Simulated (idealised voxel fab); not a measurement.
Name of the process module below: voxel self aligned contacts
Cross-section cut: width 205 nm, square cells of 5 nm.
Notation: cross-section as square-cell grid; stated in bands, top first, going down; one or more cell rows per band.
Per band: top height and bottom height in nm, followed by the left-to-right materials and their widths in nm; "full width" marks a single material spanning edge to edge, "air" marks empty space.
Note: height 0 marks the level under which the wafer is uniformly one material as received. Lowest band unbounded below, written "z 0 and below".
Per-row width for "30 to 40": begins at first number (top row of band), ends at second number (bottom row), increment between rows held constant.
Basically "nothing different" means that step didn't change any cell in the cross-section.
"Voids, enclosed" enumerates empty spaces isolated from the top, with no open way to it, that contain at least 8 cells, giving each as width x height at distance from the left edge, all three in nm.
Step line, after settings: the simulator's comment on this step.
The "overlay nm" setting may appear on a step's line; for a step that uses a mask, it gives how far to the right of its planned position the mask lay, and a negative value indicates the left.

# Below is the list of planned process steps
1: RECEIVE,material Si
2: CONFORMAL_DEP,material SiO2,thk nm 5
3: DIRECTIONAL_DEP,material polySi,thk nm 25
4: DIRECTIONAL_DEP,material SiN,thk nm 20
5: MASKED_ETCH,tone cover,mask id GATE,width nm 25,pitch nm 60,etch materials SiN,depth nm 20,overlay nm 0
6: MASKED_ETCH,tone cover,mask id GATE,width nm 25,pitch nm 60,etch materials polySi,depth nm 25,overlay nm 0
7: CONFORMAL_DEP,material SiN,thk nm 10
8: DIRECTIONAL_ETCH,etch materials SiN,depth nm 10
9: FILL_DEP,material SiO2,thk nm 10
10: CMP,height nm 55
11: DIRECTIONAL_DEP,material aC,thk nm 10
12: PATTERN,tone open,mask id CONTACT,material resist,width nm 45,pitch nm 60,thk nm 30,overlay nm 0
13: DIRECTIONAL_ETCH,etch materials aC,depth nm 10
14: STRIP,etch materials resist
15: DIRECTIONAL_ETCH,etch materials SiO2,depth nm 55
16: STRIP,etch materials aC
17: CONFORMAL_DEP,material TiN,thk nm 5
18: FILL_DEP,material Ru,thk nm 5
19: CMP,height nm 55
20: CONFORMAL_DEP,material SiN,thk nm 5

# As-received state of the wafer in cross-section, equivalent to post-step 1
	z 0 and below  Si full width
	Voids, enclosed: none

# Module complete, cross-section. Starting point and plan per above. One mistake made in running the module
	z 60 to 55  SiN full width
	z 55 to 50  SiO2: 50, TiN: 20, Ru: 5, TiN: 20, SiO2: 15, TiN: 20, Ru: 5, TiN: 20, SiO2: 50
	z 50 to 30  SiO2: 20, SiN: 45, TiN: 5, Ru: 5, TiN: 5, SiN: 45, TiN: 5, Ru: 5, TiN: 5, SiN: 45, SiO2: 20
	z 30 to 25  SiO2: 65, TiN: 15, SiO2: 45, TiN: 15, SiO2: 65
	z 25 to 0  polySi full width
	z 0 and below  Si full width
	Voids, enclosed: none
Diagnosis: steps 2 and 3 were swapped
